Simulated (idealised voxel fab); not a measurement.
Title: Process Module voxel released beams
The cross-section shown here is cut; it is 245 nm wide and divided into square cells measuring 5 nm on a side.
How to read a cross-section here: the picture is a grid of square cells, written as bands going from the top down, and any band can span one or more rows of cells.
Band: top height; bottom height; in nm. Then, left to right: material with width in nm, for each material. "throughout": a single material spanning edge to edge. "air": empty space.
Basically, 0 is our baseline, since under it the wafer straight out of the box is all one material. The bottom band has no lower end and keeps on going down, so it looks like "0 down".
When a width is written as two numbers, as in "30 to 40", the first number is the width in the top row of cells of the band and the second is the width in its bottom row, and the width changes by the same amount from each row to the next.
"changes: none" after a step means that no cell of the cross-section changed.
"Non-vented voids" means: voids of 8 cells or more that are shut off from the top with no open way through. Written width x height at distance, distance from the left edge, in nm.
Read whatever lies past the settings on a step's line as the simulator's own remark about the step.
Each step line may optionally specify "overlay nm", which for a step with a mask gives the rightward distance between the mask's planned place and where it lay, a negative value indicating the leftward direction.

PLAN
| 1 | op RECEIVE | material Si |
| 2 | op CONFORMAL_DEP | material Al2O3 | thk nm 10 |
| 3 | op DIRECTIONAL_DEP | material SiO2 | thk nm 10 |
| 4 | op DIRECTIONAL_DEP | material aC | thk nm 10 |
| 5 | op PATTERN | tone open | mask id ANCHOR | material resist | width nm 35 | thk nm 25 | overlay nm 0 |
| 6 | op DIRECTIONAL_ETCH | etch materials aC | depth nm 10 |
| 7 | op STRIP | etch materials resist |
| 8 | op DIRECTIONAL_ETCH | etch materials SiO2 | depth nm 10 |
| 9 | op STRIP | etch materials aC |
| 10 | op CONFORMAL_DEP | material W | thk nm 15 |
| 11 | op DIRECTIONAL_DEP | material aC | thk nm 15 |
| 12 | op PATTERN | tone cover | mask id BEAM | material resist | width nm 105 | thk nm 30 | overlay nm 0 |
| 13 | op DIRECTIONAL_ETCH | etch materials aC | depth nm 15 |
| 14 | op STRIP | etch materials resist |
| 15 | op DIRECTIONAL_ETCH | etch materials W | depth nm 15 |
| 16 | op STRIP | etch materials aC |
| 17 | op STRIP | etch materials SiO2 |

RECEIVED-STATE CROSS-SECTION, REFLECTING COMPLETION OF STEP 1
0 down  Si throughout
Non-vented voids: none

THE MODULE WAS RUN FROM THE START SHOWN ABOVE USING THE PLAN SHOWN ABOVE, BUT ONE MISTAKE WAS MADE DOING IT; THE RESULTING WAFER CROSS-SECTION IS BELOW
45 to 30  65 nm air | 105 nm W | 75 nm air
30 to 20  W throughout
20 to 10  70 nm SiO2 | 35 nm W | 140 nm SiO2
10 to 0  Al2O3 throughout
0 down  Si throughout
Non-vented voids: none
Diagnosis: step 10, actual vs plan mismatch, actual run op CONFORMAL_DEP | material W | thk nm 25
